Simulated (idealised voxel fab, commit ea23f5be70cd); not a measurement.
The process module presented herein is designated voxel capacitor over wiring.
Cross-section cut: width 245 nm, square cells of 5 nm.
Reading order for cross-sections: top band down to bottom band. Underlying form: a grid of square cells. Band size: one or more rows of cells. Per band: top height and bottom height in nm, followed by the left-to-right materials and their widths in nm; "edge to edge" marks a single material spanning edge to edge, "blank" marks empty space. Heights are measured from 0, the level below which the as-received wafer is all one material; the lowest band has no bottom and continues downward, written as in "0 and below". Width spec "30 to 40" -> top row of cells at first value, bottom row at second value, equal per-row change in between. What does "nothing got changed" mean for a step? It means no cell of the cross-section changed in that step. "Listed closed voids" enumerates empty spaces isolated from the top, with no open way to it, that contain at least 8 cells, giving each as width x height at distance from the left edge, all three in nm. Post-settings text on a step line: simulator's own remark regarding the step. The optional step-line setting "overlay nm" applies to steps with a mask and quantifies how far to the right of its planned location the mask lay, a negative value indicating leftward placement.
### So here's the lineup of process steps we planned
1 RECEIVE,material Si
2 CONFORMAL_DEP,material SiO2,thk nm 15
3 DIRECTIONAL_DEP,material TiN,thk nm 5
4 DIRECTIONAL_DEP,material W,thk nm 25
5 DIRECTIONAL_DEP,material aC,thk nm 10
6 PATTERN,tone cover,mask id METAL_1,material resist,width nm 25,pitch nm 80,thk nm 30,overlay nm 0
7 DIRECTIONAL_ETCH,etch materials aC,depth nm 10
8 STRIP,etch materials resist
9 DIRECTIONAL_ETCH,etch materials W,depth nm 25
10 DIRECTIONAL_ETCH,etch materials TiN,depth nm 5
11 STRIP,etch materials aC
12 CONFORMAL_DEP,material SiCN,thk nm 5
13 FILL_DEP,material lowk,thk nm 10
14 CMP,height nm 45
15 CONFORMAL_DEP,material SiCN,thk nm 5
16 DIRECTIONAL_DEP,material lowk,thk nm 10
17 DIRECTIONAL_DEP,material aC,thk nm 10
18 PATTERN,tone open,mask id PLUG_1,material resist,width nm 15,thk nm 30,overlay nm 0
19 DIRECTIONAL_ETCH,etch materials aC,depth nm 10
20 STRIP,etch materials resist
21 DIRECTIONAL_ETCH,etch materials lowk,depth nm 10
22 DIRECTIONAL_ETCH,etch materials SiCN,depth nm 5
23 STRIP,etch materials aC
24 CONFORMAL_DEP,material TiN,thk nm 5
25 FILL_DEP,material Cu,thk nm 5
26 CMP,height nm 60
27 DIRECTIONAL_DEP,material TiN,thk nm 5
28 DIRECTIONAL_DEP,material SiN,thk nm 5
29 DIRECTIONAL_DEP,material TiN,thk nm 5
30 DIRECTIONAL_DEP,material aC,thk nm 10
31 PATTERN,tone cover,mask id UPPER_PLATE,material resist,width nm 60,thk nm 30,overlay nm 0
32 DIRECTIONAL_ETCH,etch materials aC,depth nm 10
33 STRIP,etch materials resist
34 DIRECTIONAL_ETCH,etch materials TiN,depth nm 5
35 DIRECTIONAL_ETCH,etch materials SiN,depth nm 5
36 STRIP,etch materials aC
37 PATTERN,tone cover,mask id LOWER_PLATE,material resist,width nm 70,thk nm 20,overlay nm 0
38 DIRECTIONAL_ETCH,etch materials TiN,depth nm 5
39 STRIP,etch materials resist
40 FILL_DEP,material SiO2,thk nm 20
41 CMP,height nm 90
42 MASKED_ETCH,tone open,mask id PLUG_2,width nm 15,etch materials SiO2,depth nm 15,overlay nm 0
43 CONFORMAL_DEP,material TiN,thk nm 5
44 FILL_DEP,material Cu,thk nm 10
45 CMP,height nm 90
46 CONFORMAL_DEP,material SiN,thk nm 5
### Wafer as received: cross-section following step 1
    0 and below = Si edge to edge
    Listed closed voids: none
### What the wafer looks like in cross-section after this module, when it starts as shown above and follows the plan above but one mistake is made in running it
    95 down to 90 = SiN edge to edge
    90 down to 80 = SiO2: 90 | TiN: 5 | Cu: 5 | TiN: 5 | SiO2: 140
    80 down to 75 = SiO2: 90 | TiN: 15 | SiO2: 140
    75 down to 70 = SiO2 edge to edge
    70 down to 65 = SiO2: 80 | SiN: 60 | SiO2: 105
    65 down to 60 = TiN: 75 | SiO2: 5 | TiN: 60 | SiO2: 5 | TiN: 100
    60 down to 50 = lowk: 80 | TiN: 5 | Cu: 5 | TiN: 5 | lowk: 150
    50 down to 45 = SiCN: 80 | TiN: 15 | SiCN: 150
    45 down to 20 = lowk: 65 | SiCN: 5 | W: 25 | SiCN: 5 | lowk: 45 | SiCN: 5 | W: 25 | SiCN: 5 | lowk: 65
    20 down to 15 = SiCN: 70 | TiN: 25 | SiCN: 55 | TiN: 25 | SiCN: 70
    15 down to 0 = SiO2 edge to edge
    0 and below = Si edge to edge
    Listed closed voids: none
Nonconformance to the process plan: not per plan at step 37, really ran PATTERN,tone open,mask id LOWER_PLATE,material resist,width nm 70,thk nm 20,overlay nm 0
